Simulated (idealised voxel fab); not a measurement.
Presented below is a process module, voxel transistor to metal.
Cross-section cut: width 190 nm, square cells of 5 nm.
Cross-section = grid of square cells, listed top down in bands; band = one or more rows.
Top height, bottom height, nm. Materials left to right, width each, nm. Single material + "all across" = fills band edge to edge. "empty" = empty.
Height is counted from the level 0, under which the received wafer is composed throughout of one material. The lowest of the bands is not closed at the bottom but continues downward, in the notation "0 nm and below".
The expression "30..40" gives the width at the extremes of the band, the first number at its top row of cells and the second at its bottom row, with the width changing by equal amounts from each row to the next in between.
"no modifications" after a step means that no cell of the cross-section changed.
Empty spaces without an open route to the top, at least 8 cells in extent, make up the entry "Sealed void list"; each is given as width x height at distance, where the distance is measured from the left edge, and all are in nm.
Text after the settings on a step's line: the simulator's own remark on that step.
overlay nm: on a step with a mask, how far right of its planned place the mask lay; negative means left.
Planned step list for the process
1: RECEIVE, material Si
2: OXIDIZE, depth nm 5
3: CONFORMAL_DEP, material SiN, thk nm 15
4: PATTERN, tone cover, mask id ACTIVE, material resist, width nm 105, thk nm 20, overlay nm 0
5: DIRECTIONAL_ETCH, etch materials SiN, depth nm 15
6: DIRECTIONAL_ETCH, etch materials SiO2, depth nm 5
7: DIRECTIONAL_ETCH, etch materials Si, depth nm 30
8: STRIP, etch materials resist
9: FILL_DEP, material SiO2, thk nm 10
10: CMP, height nm 15
11: SELECTIVE_ETCH, etch materials SiO2, depth nm 5
12: STRIP, etch materials SiN
13: SELECTIVE_ETCH, etch materials SiO2, depth nm 5
14: OXIDIZE, depth nm 5
15: DIRECTIONAL_DEP, material polySi, thk nm 30
16: DIRECTIONAL_DEP, material SiCN, thk nm 15
17: DIRECTIONAL_DEP, material aC, thk nm 10
18: PATTERN, tone cover, mask id GATE, material resist, width nm 35, thk nm 25, overlay nm 0
19: DIRECTIONAL_ETCH, etch materials aC, depth nm 10
20: STRIP, etch materials resist
21: DIRECTIONAL_ETCH, etch materials SiCN, depth nm 25
22: DIRECTIONAL_ETCH, etch materials polySi, depth nm 40
23: STRIP, etch materials aC
24: CONFORMAL_DEP, material SiO2, thk nm 5
25: DIRECTIONAL_ETCH, etch materials SiO2, depth nm 5
26: CONFORMAL_DEP, material SiN, thk nm 10
27: DIRECTIONAL_ETCH, etch materials SiN, depth nm 10
28: DIRECTIONAL_ETCH, etch materials SiO2, depth nm 5
29: DIRECTIONAL_ETCH, etch materials Si, depth nm 10
30: EPI, material pSi, thk nm 15
31: FILL_DEP, material SiO2, thk nm 10
32: CMP, height nm 25
33: STRIP, etch materials polySi
34: SELECTIVE_ETCH, etch materials SiO2, depth nm 5
35: CONFORMAL_DEP, material HfO2, thk nm 5
36: CONFORMAL_DEP, material TiN, thk nm 5
37: FILL_DEP, material W, thk nm 10
38: CMP, height nm 20
39: DIRECTIONAL_DEP, material SiO2, thk nm 10
40: MASKED_ETCH, tone open, mask id CONTACT, width nm 15, pitch nm 80, etch materials SiO2, depth nm 25, overlay nm -15
41: CONFORMAL_DEP, material TiN, thk nm 5
42: FILL_DEP, material Ru, thk nm 5
43: CMP, height nm 30
44: DIRECTIONAL_DEP, material TiN, thk nm 5
45: DIRECTIONAL_DEP, material W, thk nm 15
46: DIRECTIONAL_DEP, material aC, thk nm 10
47: PATTERN, tone cover, mask id METAL_1, material resist, width nm 15, pitch nm 80, thk nm 25, overlay nm 0
48: DIRECTIONAL_ETCH, etch materials aC, depth nm 10
49: STRIP, etch materials resist
50: DIRECTIONAL_ETCH, etch materials W, depth nm 15
51: DIRECTIONAL_ETCH, etch materials TiN, depth nm 5
52: STRIP, etch materials aC
53: FILL_DEP, material lowk, thk nm 5
54: CMP, height nm 50
55: CONFORMAL_DEP, material SiCN, thk nm 5
Quick note for whoever runs this: the wafers start identical, but the overlay nm at step 40 isn't the same across them. The plan just shows what the first wafer had.
The first of several wafers, as received after step 1, seen in section
* 0 nm and below: Si all across
* Sealed void list: none
First of several wafers, sectioned at end of module (last step: step 55)
* 55 nm to 50 nm: SiCN all across
* 50 nm to 35 nm: lowk: 45 / W: 15 / lowk: 65 / W: 15 / lowk: 50
* 35 nm to 30 nm: lowk: 45 / TiN: 15 / lowk: 65 / TiN: 15 / lowk: 50
* 30 nm to 25 nm: SiO2: 30 / TiN: 5 / Ru: 5 / TiN: 5 / SiO2: 65 / TiN: 5 / Ru: 5 / TiN: 5 / SiO2: 65
* 25 nm to 20 nm: SiO2: 30 / TiN: 5 / Ru: 5 / TiN: 5 / SiO2: 65 / TiN: 15 / SiO2: 65
* 20 nm to 10 nm: SiO2: 30 / TiN: 5 / Ru: 5 / TiN: 5 / SiO2: 15 / SiN: 10 / HfO2: 5 / TiN: 5 / W: 25 / TiN: 5 / HfO2: 5 / SiN: 10 / SiO2: 65
* 10 nm to 5 nm: SiO2: 30 / TiN: 15 / SiO2: 15 / SiN: 10 / HfO2: 5 / TiN: 5 / W: 25 / TiN: 5 / HfO2: 5 / SiN: 10 / SiO2: 65
* 5 nm to 0 nm: SiO2: 40 / SiN: 10 / pSi: 10 / SiN: 10 / HfO2: 5 / TiN: 5 / W: 25 / TiN: 5 / HfO2: 5 / SiN: 10 / pSi: 10 / SiN: 10 / SiO2: 45
* 0 nm to -5 nm: SiO2: 40 / SiN: 10 / pSi: 10 / SiN: 10 / HfO2: 5 / TiN: 35 / HfO2: 5 / SiN: 10 / pSi: 10 / SiN: 10 / SiO2: 45
* -5 nm to -10 nm: SiO2: 50 / pSi: 10 / SiO2: 10 / HfO2: 45 / SiO2: 10 / pSi: 10 / SiO2: 55
* -10 nm to -20 nm: SiO2: 40 / Si: 10 / pSi: 10 / Si: 65 / pSi: 10 / Si: 10 / SiO2: 45
* -20 nm to -35 nm: SiO2: 40 / Si: 105 / SiO2: 45
* -35 nm and below: Si all across
* Sealed void list: none
End of module: cross-section, last of several wafers
* 55 nm to 50 nm: SiCN all across
* 50 nm to 35 nm: lowk: 45 / W: 15 / lowk: 65 / W: 15 / lowk: 50
* 35 nm to 30 nm: lowk: 45 / TiN: 15 / lowk: 65 / TiN: 15 / lowk: 50
* 30 nm to 25 nm: SiO2: 60 / TiN: 5 / Ru: 5 / TiN: 5 / SiO2: 65 / TiN: 5 / Ru: 5 / TiN: 5 / SiO2: 35
* 25 nm to 20 nm: SiO2: 60 / TiN: 15 / SiO2: 65 / TiN: 5 / Ru: 5 / TiN: 5 / SiO2: 35
* 20 nm to 10 nm: SiO2: 60 / SiN: 10 / HfO2: 5 / TiN: 5 / W: 25 / TiN: 5 / HfO2: 5 / SiN: 10 / SiO2: 15 / TiN: 5 / Ru: 5 / TiN: 5 / SiO2: 35
* 10 nm to 5 nm: SiO2: 60 / SiN: 10 / HfO2: 5 / TiN: 5 / W: 25 / TiN: 5 / HfO2: 5 / SiN: 10 / SiO2: 15 / TiN: 15 / SiO2: 35
* 5 nm to 0 nm: SiO2: 40 / SiN: 10 / pSi: 10 / SiN: 10 / HfO2: 5 / TiN: 5 / W: 25 / TiN: 5 / HfO2: 5 / SiN: 10 / pSi: 10 / SiN: 10 / SiO2: 45
* 0 nm to -5 nm: SiO2: 40 / SiN: 10 / pSi: 10 / SiN: 10 / HfO2: 5 / TiN: 35 / HfO2: 5 / SiN: 10 / pSi: 10 / SiN: 10 / SiO2: 45
* -5 nm to -10 nm: SiO2: 50 / pSi: 10 / SiO2: 10 / HfO2: 45 / SiO2: 10 / pSi: 10 / SiO2: 55
* -10 nm to -20 nm: SiO2: 40 / Si: 10 / pSi: 10 / Si: 65 / pSi: 10 / Si: 10 / SiO2: 45
* -20 nm to -35 nm: SiO2: 40 / Si: 105 / SiO2: 45
* -35 nm and below: Si all across
* Sealed void list: none
Per wafer (row), end of module: delta in cells per material since receipt, (+) for gained, (-) for lost; closed voids after that
overlay nm -15 | +19 HfO2 | +5 Ru | -169 Si | +38 SiCN | +28 SiN | +274 SiO2 | +37 TiN | +38 W | +128 lowk | +20 pSi | Sealed void list: none
overlay nm -10 | +19 HfO2 | +5 Ru | -169 Si | +38 SiCN | +28 SiN | +271 SiO2 | +40 TiN | +38 W | +128 lowk | +20 pSi | Sealed void list: none
overlay nm -5 | +19 HfO2 | +5 Ru | -169 Si | +38 SiCN | +28 SiN | +268 SiO2 | +43 TiN | +38 W | +128 lowk | +20 pSi | Sealed void list: none
overlay nm 0 | +19 HfO2 | +8 Ru | -169 Si | +38 SiCN | +28 SiN | +265 SiO2 | +43 TiN | +38 W | +128 lowk | +20 pSi | Sealed void list: none
overlay nm 5 | +19 HfO2 | +5 Ru | -169 Si | +38 SiCN | +28 SiN | +268 SiO2 | +43 TiN | +38 W | +128 lowk | +20 pSi | Sealed void list: none
overlay nm 10 | +19 HfO2 | +5 Ru | -169 Si | +38 SiCN | +28 SiN | +271 SiO2 | +40 TiN | +38 W | +128 lowk | +20 pSi | Sealed void list: none
overlay nm 15 | +19 HfO2 | +5 Ru | -169 Si | +38 SiCN | +28 SiN | +274 SiO2 | +37 TiN | +38 W | +128 lowk | +20 pSi | Sealed void list: none
